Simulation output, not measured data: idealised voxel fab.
Process module under the name voxel transistor to metal
The figure presents cross-section cut, which has a width of 200 nm and is divided into square cells with an edge length of 5 nm.
Notation: cross-section as square-cell grid; stated in bands, top first, going down; one or more cell rows per band. Heads up on the band format: heights come first, top then bottom, in nm. After that it's the materials left to right, each with its width in nm. A single material flagged "edge to edge" fills the whole band edge to edge, and "air" means there's empty space there. All heights in this document are referenced to 0, defined as the level beneath which the wafer, as received, consists entirely of one material. The lowest band is not bounded below; it extends indefinitely downward and is written in the form "top 0, no bottom". Top row gets the first number, bottom row gets the second, and each row in between changes by the same step: that is how a band width like "30->40" works. Take "no change occurred" at face value: in the step it is given for, the cross-section changed in none of its cells. Entry "Internal closed voids" = empty spaces >= 8 cells with no open way to the top; each as width x height at distance, distance from left edge, all nm. after a step's settings: what the simulator itself notes on the step. On any step carrying a mask, the "overlay nm" setting, if present on the step's line, tells how far right of its planned place the mask lay; negative values point to the left.

Steps in the process plan
1 RECEIVE [material Si]
2 CONFORMAL_DEP [material SiO2] [thk nm 5]
3 CONFORMAL_DEP [material SiN] [thk nm 15]
4 MASKED_ETCH [tone cover] [mask id ACTIVE] [width nm 110] [etch materials SiN] [depth nm 15] [overlay nm 0]
5 MASKED_ETCH [tone cover] [mask id ACTIVE] [width nm 110] [etch materials SiO2] [depth nm 5] [overlay nm 0]
6 MASKED_ETCH [tone cover] [mask id ACTIVE] [width nm 110] [etch materials Si] [depth nm 30] [overlay nm 0]
7 FILL_DEP [material SiO2] [thk nm 15]
8 CMP [height nm 20]
9 SELECTIVE_ETCH [etch materials SiO2] [depth nm 5]
10 STRIP [etch materials SiN]
11 SELECTIVE_ETCH [etch materials SiO2] [depth nm 5]
12 OXIDIZE [depth nm 5]
13 DIRECTIONAL_DEP [material polySi] [thk nm 20]
14 DIRECTIONAL_DEP [material SiCN] [thk nm 10]
15 PATTERN [tone cover] [mask id GATE] [material resist] [width nm 20] [thk nm 20] [overlay nm 0]
16 DIRECTIONAL_ETCH [etch materials SiCN] [depth nm 20]
17 DIRECTIONAL_ETCH [etch materials polySi] [depth nm 30]
18 STRIP [etch materials resist]
19 CONFORMAL_DEP [material SiN] [thk nm 5]
20 DIRECTIONAL_ETCH [etch materials SiN] [depth nm 5]
21 DIRECTIONAL_ETCH [etch materials SiO2] [depth nm 5]
22 DIRECTIONAL_ETCH [etch materials Si] [depth nm 10]
23 EPI [material SiGe] [thk nm 10]
24 FILL_DEP [material SiO2] [thk nm 10]
25 CMP [height nm 30]
26 DIRECTIONAL_DEP [material SiO2] [thk nm 10]
27 MASKED_ETCH [tone open] [mask id CONTACT] [width nm 15] [pitch nm 75] [etch materials SiO2] [depth nm 45] [overlay nm 0]
28 CONFORMAL_DEP [material TiN] [thk nm 5]
29 FILL_DEP [material W] [thk nm 10]
30 CMP [height nm 40]
31 CONFORMAL_DEP [material SiCN] [thk nm 5]
32 DIRECTIONAL_DEP [material lowk] [thk nm 20]
33 MASKED_ETCH [tone open] [mask id METAL_1] [width nm 15] [pitch nm 75] [etch materials lowk] [depth nm 20] [overlay nm 0]
34 MASKED_ETCH [tone open] [mask id METAL_1] [width nm 15] [pitch nm 75] [etch materials SiCN] [depth nm 5] [overlay nm 0]
35 CONFORMAL_DEP [material TiN] [thk nm 5]
36 FILL_DEP [material Cu] [thk nm 5]
37 CMP [height nm 65]
38 EPI [material Ru] [thk nm 5]
39 FILL_DEP [material SiCN] [thk nm 5]

First wafer out of two, processed as planned

This is the cross-section of the wafer as we received it, i.e. after step 1
    top 0, no bottom: Si edge to edge
    Internal closed voids: none

The following cross-section depicts the wafer upon completion of step 2
    top 5, bottom 0: SiO2 edge to edge
    Below a height of 0, the structure has not been altered.

The following cross-section depicts the wafer upon completion of step 3
    top 20, bottom 5: SiN edge to edge
    Below a height of 5, the structure has not been altered.

The following cross-section depicts the wafer upon completion of step 4
    top 20, bottom 5: air 45 | SiN 110 | air 45
    Below a height of 5, the structure has not been altered.

The following cross-section depicts the wafer upon completion of step 5
    top 20, bottom 5: air 45 | SiN 110 | air 45
    top 5, bottom 0: air 45 | SiO2 110 | air 45
    Below a height of 0, the structure has not been altered.

The following cross-section depicts the wafer upon completion of step 6
    top 20, bottom 5: air 45 | SiN 110 | air 45
    top 5, bottom 0: air 45 | SiO2 110 | air 45
    top 0, bottom -30: air 45 | Si 110 | air 45
    Below a height of -30, the structure has not been altered.

The following cross-section depicts the wafer upon completion of step 7
    top 35, bottom 20: SiO2 edge to edge
    top 20, bottom 5: SiO2 45 | SiN 110 | SiO2 45
    top 5, bottom 0: SiO2 edge to edge
    top 0, bottom -30: SiO2 45 | Si 110 | SiO2 45
    Below a height of -30, the structure has not been altered.

The following cross-section depicts the wafer upon completion of step 8
    top 20, bottom 5: SiO2 45 | SiN 110 | SiO2 45
    Below a height of 5, the structure has not been altered.

The following cross-section depicts the wafer upon completion of step 9
    top 20, bottom 15: air 45 | SiN 110 | air 45
    Below a height of 15, the structure has not been altered.

The following cross-section depicts the wafer upon completion of step 10
    top 15, bottom 5: SiO2 45 | air 110 | SiO2 45
    Below a height of 5, the structure has not been altered.

The following cross-section depicts the wafer upon completion of step 11
    top 10, bottom 0: SiO2 40 | air 120 | SiO2 40
    Below a height of 0, the structure has not been altered.

The following cross-section depicts the wafer upon completion of step 12
    top 10, bottom 0: SiO2 40 | air 120 | SiO2 40
    top 0, bottom -5: SiO2 edge to edge
    Below a height of -5, the structure has not been altered.

The following cross-section depicts the wafer upon completion of step 13
    top 30, bottom 20: polySi 40 | air 120 | polySi 40
    top 20, bottom 10: polySi edge to edge
    top 10, bottom 0: SiO2 40 | polySi 120 | SiO2 40
    Below a height of 0, the structure has not been altered.

The following cross-section depicts the wafer upon completion of step 14
    top 40, bottom 30: SiCN 40 | air 120 | SiCN 40
    top 30, bottom 20: polySi 40 | SiCN 120 | polySi 40
    Below a height of 20, the structure has not been altered.

The following cross-section depicts the wafer upon completion of step 15
    top 60, bottom 40: air 90 | resist 20 | air 90
    top 40, bottom 30: SiCN 40 | air 50 | resist 20 | air 50 | SiCN 40
    Below a height of 30, the structure has not been altered.

The following cross-section depicts the wafer upon completion of step 16
    top 60, bottom 30: air 90 | resist 20 | air 90
    top 30, bottom 20: polySi 40 | air 50 | SiCN 20 | air 50 | polySi 40
    Below a height of 20, the structure has not been altered.

The following cross-section depicts the wafer upon completion of step 17
    top 60, bottom 30: air 90 | resist 20 | air 90
    top 30, bottom 20: air 90 | SiCN 20 | air 90
    top 20, bottom 10: air 90 | polySi 20 | air 90
    top 10, bottom 0: SiO2 40 | air 50 | polySi 20 | air 50 | SiO2 40
    Below a height of 0, the structure has not been altered.

The following cross-section depicts the wafer upon completion of step 18
    top 30, bottom 20: air 90 | SiCN 20 | air 90
    Below a height of 20, the structure has not been altered.

The following cross-section depicts the wafer upon completion of step 19
    top 35, bottom 30: air 85 | SiN 30 | air 85
    top 30, bottom 20: air 85 | SiN 5 | SiCN 20 | SiN 5 | air 85
    top 20, bottom 15: air 85 | SiN 5 | polySi 20 | SiN 5 | air 85
    top 15, bottom 10: SiN 45 | air 40 | SiN 5 | polySi 20 | SiN 5 | air 40 | SiN 45
    top 10, bottom 5: SiO2 40 | SiN 5 | air 40 | SiN 5 | polySi 20 | SiN 5 | air 40 | SiN 5 | SiO2 40
    top 5, bottom 0: SiO2 40 | SiN 50 | polySi 20 | SiN 50 | SiO2 40
    Below a height of 0, the structure has not been altered.

The following cross-section depicts the wafer upon completion of step 20
    top 30, bottom 20: air 85 | SiN 5 | SiCN 20 | SiN 5 | air 85
    top 20, bottom 10: air 85 | SiN 5 | polySi 20 | SiN 5 | air 85
    top 10, bottom 0: SiO2 40 | SiN 5 | air 40 | SiN 5 | polySi 20 | SiN 5 | air 40 | SiN 5 | SiO2 40
    Below a height of 0, the structure has not been altered.

The following cross-section depicts the wafer upon completion of step 21
    top 30, bottom 20: air 85 | SiN 5 | SiCN 20 | SiN 5 | air 85
    top 20, bottom 10: air 85 | SiN 5 | polySi 20 | SiN 5 | air 85
    top 10, bottom 5: air 40 | SiN 5 | air 40 | SiN 5 | polySi 20 | SiN 5 | air 40 | SiN 5 | air 40
    top 5, bottom 0: SiO2 40 | SiN 5 | air 40 | SiN 5 | polySi 20 | SiN 5 | air 40 | SiN 5 | SiO2 40
    top 0, bottom -5: SiO2 45 | air 40 | SiO2 30 | air 40 | SiO2 45
    Below a height of -5, the structure has not been altered.

The following cross-section depicts the wafer upon completion of step 22
    top 30, bottom 20: air 85 | SiN 5 | SiCN 20 | SiN 5 | air 85
    top 20, bottom 10: air 85 | SiN 5 | polySi 20 | SiN 5 | air 85
    top 10, bottom 5: air 40 | SiN 5 | air 40 | SiN 5 | polySi 20 | SiN 5 | air 40 | SiN 5 | air 40
    top 5, bottom 0: SiO2 40 | SiN 5 | air 40 | SiN 5 | polySi 20 | SiN 5 | air 40 | SiN 5 | SiO2 40
    top 0, bottom -5: SiO2 45 | air 40 | SiO2 30 | air 40 | SiO2 45
    top -5, bottom -15: SiO2 45 | air 40 | Si 30 | air 40 | SiO2 45
    Below a height of -15, the structure has not been altered.

The following cross-section depicts the wafer upon completion of step 23
    top 30, bottom 20: air 85 | SiN 5 | SiCN 20 | SiN 5 | air 85
    top 20, bottom 10: air 85 | SiN 5 | polySi 20 | SiN 5 | air 85
    top 10, bottom 5: air 40 | SiN 5 | air 40 | SiN 5 | polySi 20 | SiN 5 | air 40 | SiN 5 | air 40
    top 5, bottom 0: SiO2 40 | SiN 5 | air 30 | SiGe 10 | SiN 5 | polySi 20 | SiN 5 | SiGe 10 | air 30 | SiN 5 | SiO2 40
    top 0, bottom -5: SiO2 45 | air 30 | SiGe 10 | SiO2 30 | SiGe 10 | air 30 | SiO2 45
    top -5, bottom -15: SiO2 45 | SiGe 40 | Si 30 | SiGe 40 | SiO2 45
    Below a height of -15, the structure has not been altered.

The following cross-section depicts the wafer upon completion of step 24
    top 40, bottom 30: SiO2 edge to edge
    top 30, bottom 20: SiO2 85 | SiN 5 | SiCN 20 | SiN 5 | SiO2 85
    top 20, bottom 10: SiO2 85 | SiN 5 | polySi 20 | SiN 5 | SiO2 85
    top 10, bottom 5: SiO2 40 | SiN 5 | SiO2 40 | SiN 5 | polySi 20 | SiN 5 | SiO2 40 | SiN 5 | SiO2 40
    top 5, bottom 0: SiO2 40 | SiN 5 | SiO2 30 | SiGe 10 | SiN 5 | polySi 20 | SiN 5 | SiGe 10 | SiO2 30 | SiN 5 | SiO2 40
    top 0, bottom -5: SiO2 75 | SiGe 10 | SiO2 30 | SiGe 10 | SiO2 75
    Below a height of -5, the structure has not been altered.

The following cross-section depicts the wafer upon completion of step 25
    top 30, bottom 20: SiO2 85 | SiN 5 | SiCN 20 | SiN 5 | SiO2 85
    Below a height of 20, the structure has not been altered.

The following cross-section depicts the wafer upon completion of step 26
    top 40, bottom 30: SiO2 edge to edge
    Below a height of 30, the structure has not been altered.

The following cross-section depicts the wafer upon completion of step 27
    top 40, bottom 30: SiO2 55 | air 15 | SiO2 60 | air 15 | SiO2 55
    top 30, bottom 20: SiO2 55 | air 15 | SiO2 15 | SiN 5 | SiCN 20 | SiN 5 | SiO2 15 | air 15 | SiO2 55
    top 20, bottom 10: SiO2 55 | air 15 | SiO2 15 | SiN 5 | polySi 20 | SiN 5 | SiO2 15 | air 15 | SiO2 55
    top 10, bottom 5: SiO2 40 | SiN 5 | SiO2 10 | air 15 | SiO2 15 | SiN 5 | polySi 20 | SiN 5 | SiO2 15 | air 15 | SiO2 10 | SiN 5 | SiO2 40
    top 5, bottom 0: SiO2 40 | SiN 5 | SiO2 10 | air 15 | SiO2 5 | SiGe 10 | SiN 5 | polySi 20 | SiN 5 | SiGe 10 | SiO2 5 | air 15 | SiO2 10 | SiN 5 | SiO2 40
    top 0, bottom -5: SiO2 55 | air 15 | SiO2 5 | SiGe 10 | SiO2 30 | SiGe 10 | SiO2 5 | air 15 | SiO2 55
    Below a height of -5, the structure has not been altered.

The following cross-section depicts the wafer upon completion of step 28
    top 45, bottom 40: TiN 60 | air 5 | TiN 70 | air 5 | TiN 60
    top 40, bottom 30: SiO2 55 | TiN 5 | air 5 | TiN 5 | SiO2 60 | TiN 5 | air 5 | TiN 5 | SiO2 55
    top 30, bottom 20: SiO2 55 | TiN 5 | air 5 | TiN 5 | SiO2 15 | SiN 5 | SiCN 20 | SiN 5 | SiO2 15 | TiN 5 | air 5 | TiN 5 | SiO2 55
    top 20, bottom 10: SiO2 55 | TiN 5 | air 5 | TiN 5 | SiO2 15 | SiN 5 | polySi 20 | SiN 5 | SiO2 15 | TiN 5 | air 5 | TiN 5 | SiO2 55
    top 10, bottom 5: SiO2 40 | SiN 5 | SiO2 10 | TiN 5 | air 5 | TiN 5 | SiO2 15 | SiN 5 | polySi 20 | SiN 5 | SiO2 15 | TiN 5 | air 5 | TiN 5 | SiO2 10 | SiN 5 | SiO2 40
    top 5, bottom 0: SiO2 40 | SiN 5 | SiO2 10 | TiN 5 | air 5 | TiN 5 | SiO2 5 | SiGe 10 | SiN 5 | polySi 20 | SiN 5 | SiGe 10 | SiO2 5 | TiN 5 | air 5 | TiN 5 | SiO2 10 | SiN 5 | SiO2 40
    top 0, bottom -5: SiO2 55 | TiN 15 | SiO2 5 | SiGe 10 | SiO2 30 | SiGe 10 | SiO2 5 | TiN 15 | SiO2 55
    Below a height of -5, the structure has not been altered.

The following cross-section depicts the wafer upon completion of step 29
    top 55, bottom 45: W edge to edge
    top 45, bottom 40: TiN 60 | W 5 | TiN 70 | W 5 | TiN 60
    top 40, bottom 30: SiO2 55 | TiN 5 | W 5 | TiN 5 | SiO2 60 | TiN 5 | W 5 | TiN 5 | SiO2 55
    top 30, bottom 20: SiO2 55 | TiN 5 | W 5 | TiN 5 | SiO2 15 | SiN 5 | SiCN 20 | SiN 5 | SiO2 15 | TiN 5 | W 5 | TiN 5 | SiO2 55
    top 20, bottom 10: SiO2 55 | TiN 5 | W 5 | TiN 5 | SiO2 15 | SiN 5 | polySi 20 | SiN 5 | SiO2 15 | TiN 5 | W 5 | TiN 5 | SiO2 55
    top 10, bottom 5: SiO2 40 | SiN 5 | SiO2 10 | TiN 5 | W 5 | TiN 5 | SiO2 15 | SiN 5 | polySi 20 | SiN 5 | SiO2 15 | TiN 5 | W 5 | TiN 5 | SiO2 10 | SiN 5 | SiO2 40
    top 5, bottom 0: SiO2 40 | SiN 5 | SiO2 10 | TiN 5 | W 5 | TiN 5 | SiO2 5 | SiGe 10 | SiN 5 | polySi 20 | SiN 5 | SiGe 10 | SiO2 5 | TiN 5 | W 5 | TiN 5 | SiO2 10 | SiN 5 | SiO2 40
    Below a height of 0, the structure has not been altered.

The following cross-section depicts the wafer upon completion of step 30
    top 40, bottom 30: SiO2 55 | TiN 5 | W 5 | TiN 5 | SiO2 60 | TiN 5 | W 5 | TiN 5 | SiO2 55
    Below a height of 30, the structure has not been altered.

The following cross-section depicts the wafer upon completion of step 31
    top 45, bottom 40: SiCN edge to edge
    Below a height of 40, the structure has not been altered.

The following cross-section depicts the wafer upon completion of step 32
    top 65, bottom 45: lowk edge to edge
    Below a height of 45, the structure has not been altered.

The following cross-section depicts the wafer upon completion of step 33
    top 65, bottom 45: lowk 55 | air 15 | lowk 60 | air 15 | lowk 55
    Below a height of 45, the structure has not been altered.

The following cross-section depicts the wafer upon completion of step 34
    top 65, bottom 45: lowk 55 | air 15 | lowk 60 | air 15 | lowk 55
    top 45, bottom 40: SiCN 55 | air 15 | SiCN 60 | air 15 | SiCN 55
    Below a height of 40, the structure has not been altered.

The following cross-section depicts the wafer upon completion of step 35
    top 70, bottom 65: TiN 60 | air 5 | TiN 70 | air 5 | TiN 60
    top 65, bottom 45: lowk 55 | TiN 5 | air 5 | TiN 5 | lowk 60 | TiN 5 | air 5 | TiN 5 | lowk 55
    top 45, bottom 40: SiCN 55 | TiN 15 | SiCN 60 | TiN 15 | SiCN 55
    Below a height of 40, the structure has not been altered.

The following cross-section depicts the wafer upon completion of step 36
    top 75, bottom 70: Cu edge to edge
    top 70, bottom 65: TiN 60 | Cu 5 | TiN 70 | Cu 5 | TiN 60
    top 65, bottom 45: lowk 55 | TiN 5 | Cu 5 | TiN 5 | lowk 60 | TiN 5 | Cu 5 | TiN 5 | lowk 55
    Below a height of 45, the structure has not been altered.

The following cross-section depicts the wafer upon completion of step 37
    top 65, bottom 45: lowk 55 | TiN 5 | Cu 5 | TiN 5 | lowk 60 | TiN 5 | Cu 5 | TiN 5 | lowk 55
    Below a height of 45, the structure has not been altered.

The following cross-section depicts the wafer upon completion of step 38
    top 70, bottom 65: air 50 | Ru 25 | air 50 | Ru 25 | air 50
    Below a height of 65, the structure has not been altered.

The following cross-section depicts the wafer upon completion of step 39
    top 75, bottom 70: SiCN edge to edge
    top 70, bottom 65: SiCN 50 | Ru 25 | SiCN 50 | Ru 25 | SiCN 50
    Below a height of 65, the structure has not been altered.

Companion wafer, the second of two: same beginning, same intended sequence, one mistake in carrying it out; through step 14 inclusive it tracks the first exactly

Second wafer at the planned finish of step 15, seen in cross-section
    top 60, bottom 40: resist 90 | air 20 | resist 90
    top 40, bottom 30: SiCN 40 | resist 50 | air 20 | resist 50 | SiCN 40
    Below a height of 30, the structure has not been altered.

Second wafer at the planned finish of step 16, seen in cross-section
    top 60, bottom 40: resist 90 | air 20 | resist 90
    top 40, bottom 30: SiCN 40 | resist 50 | air 20 | resist 50 | SiCN 40
    top 30, bottom 20: polySi 40 | SiCN 50 | air 20 | SiCN 50 | polySi 40
    Below a height of 20, the structure has not been altered.

Second wafer at the planned finish of step 17, seen in cross-section
    top 60, bottom 40: resist 90 | air 20 | resist 90
    top 40, bottom 30: SiCN 40 | resist 50 | air 20 | resist 50 | SiCN 40
    top 30, bottom 20: polySi 40 | SiCN 50 | air 20 | SiCN 50 | polySi 40
    top 20, bottom 10: polySi 90 | air 20 | polySi 90
    top 10, bottom 0: SiO2 40 | polySi 50 | air 20 | polySi 50 | SiO2 40
    Below a height of 0, the structure has not been altered.

Second wafer at the planned finish of step 18, seen in cross-section
    top 40, bottom 30: SiCN 40 | air 120 | SiCN 40
    Below a height of 30, the structure has not been altered.

Second wafer at the planned finish of step 19, seen in cross-section
    top 45, bottom 40: SiN 45 | air 110 | SiN 45
    top 40, bottom 30: SiCN 40 | SiN 5->55 | air 110->10 | SiN 5->55 | SiCN 40
    top 30, bottom 20: polySi 40 | SiCN 50 | SiN 5 | air 10 | SiN 5 | SiCN 50 | polySi 40
    top 20, bottom 10: polySi 90 | SiN 5 | air 10 | SiN 5 | polySi 90
    top 10, bottom 5: SiO2 40 | polySi 50 | SiN 5 | air 10 | SiN 5 | polySi 50 | SiO2 40
    top 5, bottom 0: SiO2 40 | polySi 50 | SiN 20 | polySi 50 | SiO2 40
    Below a height of 0, the structure has not been altered.

Second wafer at the planned finish of step 20, seen in cross-section
    top 40, bottom 30: SiCN 40 | SiN 5 | air 110 | SiN 5 | SiCN 40
    top 30, bottom 20: polySi 40 | SiCN 50 | SiN 5 | air 10 | SiN 5 | SiCN 50 | polySi 40
    top 20, bottom 10: polySi 90 | SiN 5 | air 10 | SiN 5 | polySi 90
    top 10, bottom 0: SiO2 40 | polySi 50 | SiN 5 | air 10 | SiN 5 | polySi 50 | SiO2 40
    Below a height of 0, the structure has not been altered.

Second wafer at the planned finish of step 21, seen in cross-section
    top 40, bottom 30: SiCN 40 | SiN 5 | air 110 | SiN 5 | SiCN 40
    top 30, bottom 20: polySi 40 | SiCN 50 | SiN 5 | air 10 | SiN 5 | SiCN 50 | polySi 40
    top 20, bottom 10: polySi 90 | SiN 5 | air 10 | SiN 5 | polySi 90
    top 10, bottom 0: SiO2 40 | polySi 50 | SiN 5 | air 10 | SiN 5 | polySi 50 | SiO2 40
    top 0, bottom -5: SiO2 95 | air 10 | SiO2 95
    Below a height of -5, the structure has not been altered.

Second wafer at the planned finish of step 22, seen in cross-section
    top 40, bottom 30: SiCN 40 | SiN 5 | air 110 | SiN 5 | SiCN 40
    top 30, bottom 20: polySi 40 | SiCN 50 | SiN 5 | air 10 | SiN 5 | SiCN 50 | polySi 40
    top 20, bottom 10: polySi 90 | SiN 5 | air 10 | SiN 5 | polySi 90
    top 10, bottom 0: SiO2 40 | polySi 50 | SiN 5 | air 10 | SiN 5 | polySi 50 | SiO2 40
    top 0, bottom -5: SiO2 95 | air 10 | SiO2 95
    top -5, bottom -15: SiO2 45 | Si 50 | air 10 | Si 50 | SiO2 45
    Below a height of -15, the structure has not been altered.

Second wafer at the planned finish of step 23, seen in cross-section
    top 40, bottom 30: SiCN 40 | SiN 5 | air 110 | SiN 5 | SiCN 40
    top 30, bottom 20: polySi 40 | SiCN 50 | SiN 5 | air 10 | SiN 5 | SiCN 50 | polySi 40
    top 20, bottom 10: polySi 90 | SiN 5 | air 10 | SiN 5 | polySi 90
    top 10, bottom 5: SiO2 40 | polySi 50 | SiN 5 | air 10 | SiN 5 | polySi 50 | SiO2 40
    top 5, bottom 0: SiO2 40 | polySi 50 | SiN 5 | SiGe 10 | SiN 5 | polySi 50 | SiO2 40
    top 0, bottom -5: SiO2 95 | SiGe 10 | SiO2 95
    top -5, bottom -15: SiO2 45 | Si 50 | SiGe 10 | Si 50 | SiO2 45
    Below a height of -15, the structure has not been altered.

Second wafer at the planned finish of step 24, seen in cross-section
    top 50, bottom 40: SiO2 edge to edge
    top 40, bottom 30: SiCN 40 | SiN 5 | SiO2 110 | SiN 5 | SiCN 40
    top 30, bottom 20: polySi 40 | SiCN 50 | SiN 5 | SiO2 10 | SiN 5 | SiCN 50 | polySi 40
    top 20, bottom 10: polySi 90 | SiN 5 | SiO2 10 | SiN 5 | polySi 90
    top 10, bottom 5: SiO2 40 | polySi 50 | SiN 5 | SiO2 10 | SiN 5 | polySi 50 | SiO2 40
    Below a height of 5, the structure has not been altered.

Second wafer at the planned finish of step 25, seen in cross-section
    top 30, bottom 20: polySi 40 | SiCN 50 | SiN 5 | SiO2 10 | SiN 5 | SiCN 50 | polySi 40
    Below a height of 20, the structure has not been altered.

Second wafer at the planned finish of step 26, seen in cross-section
    top 40, bottom 30: SiO2 edge to edge
    Below a height of 30, the structure has not been altered.

Second wafer at the planned finish of step 27, seen in cross-section
    top 40, bottom 30: SiO2 55 | air 15 | SiO2 60 | air 15 | SiO2 55
    Below a height of 30, the structure has not been altered.

Second wafer at the planned finish of step 28, seen in cross-section
    top 45, bottom 40: TiN 60 | air 5 | TiN 70 | air 5 | TiN 60
    top 40, bottom 35: SiO2 55 | TiN 5 | air 5 | TiN 5 | SiO2 60 | TiN 5 | air 5 | TiN 5 | SiO2 55
    top 35, bottom 30: SiO2 55 | TiN 15 | SiO2 60 | TiN 15 | SiO2 55
    Below a height of 30, the structure has not been altered.

Second wafer at the planned finish of step 29, seen in cross-section
    top 55, bottom 45: W edge to edge
    top 45, bottom 40: TiN 60 | W 5 | TiN 70 | W 5 | TiN 60
    top 40, bottom 35: SiO2 55 | TiN 5 | W 5 | TiN 5 | SiO2 60 | TiN 5 | W 5 | TiN 5 | SiO2 55
    Below a height of 35, the structure has not been altered.

Second wafer at the planned finish of step 30, seen in cross-section
    top 40, bottom 35: SiO2 55 | TiN 5 | W 5 | TiN 5 | SiO2 60 | TiN 5 | W 5 | TiN 5 | SiO2 55
    Below a height of 35, the structure has not been altered.

Second wafer at the planned finish of step 31, seen in cross-section
    top 45, bottom 40: SiCN edge to edge
    Below a height of 40, the structure has not been altered.

Second wafer at the planned finish of step 32, seen in cross-section
    top 65, bottom 45: lowk edge to edge
    Below a height of 45, the structure has not been altered.

Second wafer at the planned finish of step 33, seen in cross-section
    top 65, bottom 45: lowk 55 | air 15 | lowk 60 | air 15 | lowk 55
    Below a height of 45, the structure has not been altered.

Second wafer at the planned finish of step 34, seen in cross-section
    top 65, bottom 45: lowk 55 | air 15 | lowk 60 | air 15 | lowk 55
    top 45, bottom 40: SiCN 55 | air 15 | SiCN 60 | air 15 | SiCN 55
    Below a height of 40, the structure has not been altered.

Second wafer at the planned finish of step 35, seen in cross-section
    top 70, bottom 65: TiN 60 | air 5 | TiN 70 | air 5 | TiN 60
    top 65, bottom 45: lowk 55 | TiN 5 | air 5 | TiN 5 | lowk 60 | TiN 5 | air 5 | TiN 5 | lowk 55
    top 45, bottom 40: SiCN 55 | TiN 15 | SiCN 60 | TiN 15 | SiCN 55
    Below a height of 40, the structure has not been altered.

Second wafer at the planned finish of step 36, seen in cross-section
    top 75, bottom 70: Cu edge to edge
    top 70, bottom 65: TiN 60 | Cu 5 | TiN 70 | Cu 5 | TiN 60
    top 65, bottom 45: lowk 55 | TiN 5 | Cu 5 | TiN 5 | lowk 60 | TiN 5 | Cu 5 | TiN 5 | lowk 55
    Below a height of 45, the structure has not been altered.

Second wafer at the planned finish of step 37, seen in cross-section
    top 65, bottom 45: lowk 55 | TiN 5 | Cu 5 | TiN 5 | lowk 60 | TiN 5 | Cu 5 | TiN 5 | lowk 55
    Below a height of 45, the structure has not been altered.

Second wafer at the planned finish of step 38, seen in cross-section
    top 70, bottom 65: air 50 | Ru 25 | air 50 | Ru 25 | air 50
    Below a height of 65, the structure has not been altered.

Second wafer at the planned finish of step 39, seen in cross-section
    top 75, bottom 70: SiCN edge to edge
    top 70, bottom 65: SiCN 50 | Ru 25 | SiCN 50 | Ru 25 | SiCN 50
    Below a height of 65, the structure has not been altered.
So what did we get wrong on this run? step 15 went in with a setting other than planned; the actual run was PATTERN [tone open] [mask id GATE] [material resist] [width nm 20] [thk nm 20] [overlay nm 0]
Final difference in cells, second wafer against first, listed per material as more or fewer: Si +28, SiCN +32, SiGe -32, SiN -4, SiO2 -110, TiN -28, W -14, polySi +128
